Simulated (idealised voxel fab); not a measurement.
The name of this process module is voxel local oxidation.
The width of the displayed cross-section, cut, is 180 nm; its cells are square, with a size of 5 nm.
Just so we're on the same page, the cross-sections are grids of square cells, and they're listed out in bands top to bottom, each band one or more rows deep. The entry gives the band's vertical extent as a top height and a bottom height in nm, then its horizontal make-up as materials from left to right, each with a width in nm. "blank" stands for empty space; a single material marked "full width" fills the band edge to edge. Heights are measured from 0, the level below which the as-received wafer is all one material; the lowest band has no bottom and continues downward, written as in "0 nm and below". The notation "30 to 40" denotes a width that varies across the rows of cells in the band, beginning at the first number in the top row, finishing at the second number in the bottom row, and changing by an identical amount from each row to the next. Take "nothing altered" at face value: in the step it is given for, the cross-section changed in none of its cells. In "Trapped cavities" the enclosed voids are listed, meaning empty spaces of 8 cells or larger without any opening to the top. The form is width x height at distance, distance from the left edge, units nm. Where a step's line continues beyond its settings, the continuation is a remark by the simulator itself on that step. The setting "overlay nm" may be written on the line of a step. When the step uses a mask, the value reports how far to the right of the planned place the mask lay, and a negative value reports that it lay to the left.
BELOW IS THE LIST OF PLANNED PROCESS STEPS
1. RECEIVE: material Si
2. OXIDIZE: depth nm 5
3. CONFORMAL_DEP: material SiN, thk nm 15
4. PATTERN: tone cover, mask id ACTIVE, material resist, width nm 130, thk nm 20, overlay nm 0
5. DIRECTIONAL_ETCH: etch materials SiN, depth nm 15
6. STRIP: etch materials resist
7. SELECTIVE_ETCH: etch materials SiO2, depth nm 5
8. OXIDIZE: depth nm 15
9. STRIP: etch materials SiN
AS-RECEIVED STATE OF THE WAFER IN CROSS-SECTION, EQUIVALENT TO POST-STEP 1
    0 nm and below | Si full width
    Trapped cavities: none
RESULT OF THE MODULE, CROSS-SECTIONED: START PER ABOVE, PLAN PER ABOVE, ONE ERROR IN HOW IT WAS RUN
    0 nm to -5 nm | 35 blank, then 115 SiO2, then 30 blank
    -5 nm to -20 nm | 50 SiO2, then 85 Si, then 45 SiO2
    -20 nm and below | Si full width
    Trapped cavities: none
Heads up, the wafer didn't run the way we planned it: step 4 did not use the planned setting and instead ran as PATTERN: tone cover, mask id ACTIVE, material resist, width nm 125, thk nm 20, overlay nm 0
